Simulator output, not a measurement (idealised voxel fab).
process module | voxel ribs on slabs
For reference, the cross-section in this document is cut, with width 190 nm and square cells of 5 nm.
Cross-section layout: square cells on a grid; listed as bands, top to bottom; a band spans one or more cell rows.
A band entry consists of two parts. The first gives the height of the band's top and the height of its bottom, in nm. The rest lists the band's materials from left to right, each with its width in nm. A single material labelled with the word "all across" fills the band from edge to edge, and the word "empty" marks empty space.
The reference from which all heights are counted is 0, the level beneath which the as-received wafer is entirely one material; the lowest band, having no lower bound, proceeds downward and is written after the example "0..down".
Top row gets the first number, bottom row gets the second, and each row in between changes by the same step: that is how a band width like "30->40" works.
Take "no change occurred" at face value: in the step it is given for, the cross-section changed in none of its cells.
The entry "Enclosed internal cavities" lists the empty spaces that cover at least 8 cells and have no open path to the top. Each is written as width x height at distance, where the distance is measured from the left edge and all three values are in nm.
Note: text after step settings on the step line = simulator remark on that step.
Steps that use a mask can have "overlay nm" on their line. It says how far the mask sat to the right of where it was meant to be. Negative means to the left.

**Here's what the planned process steps look like**
| 1 | RECEIVE | material Si |
| 2 | DIRECTIONAL_DEP | material SiO2 | thk nm 20 |
| 3 | DIRECTIONAL_DEP | material SiN | thk nm 15 |
| 4 | DIRECTIONAL_DEP | material aC | thk nm 10 |
| 5 | PATTERN | tone cover | mask id RIB | material resist | width nm 20 | thk nm 25 | overlay nm 0 |
| 6 | DIRECTIONAL_ETCH | etch materials aC | depth nm 10 |
| 7 | STRIP | etch materials resist |
| 8 | DIRECTIONAL_ETCH | etch materials SiN | depth nm 10 |
| 9 | STRIP | etch materials aC |
| 10 | MASKED_ETCH | tone cover | mask id SLAB | width nm 50 | etch materials SiN | depth nm 5 | overlay nm 0 |
| 11 | FILL_DEP | material SiO2 | thk nm 20 |
| 12 | CMP | height nm 45 |
| 13 | DIRECTIONAL_DEP | material TiN | thk nm 5 |
| 14 | MASKED_ETCH | tone cover | mask id HEATER | width nm 30 | etch materials TiN | depth nm 5 | overlay nm 0 |
| 15 | CONFORMAL_DEP | material SiO2 | thk nm 5 |

**Cross-section of the wafer as it came to us, i.e., already through step 1**
- 0..down = Si all across
- Enclosed internal cavities: none

**End state of the module in cross-section, given the above starting point and plan and one mistake in execution**
- 55..50 = SiO2 all across
- 50..45 = aC all across
- 45..35 = SiO2 all across
- 35..25 = SiO2: 85 | SiN: 20 | SiO2: 85
- 25..20 = SiO2: 70 | SiN: 50 | SiO2: 70
- 20..0 = SiO2 all across
- 0..down = Si all across
- Enclosed internal cavities: none
What went wrong in running the wafer? step 13 did not use the planned setting and instead ran as DIRECTIONAL_DEP | material aC | thk nm 5
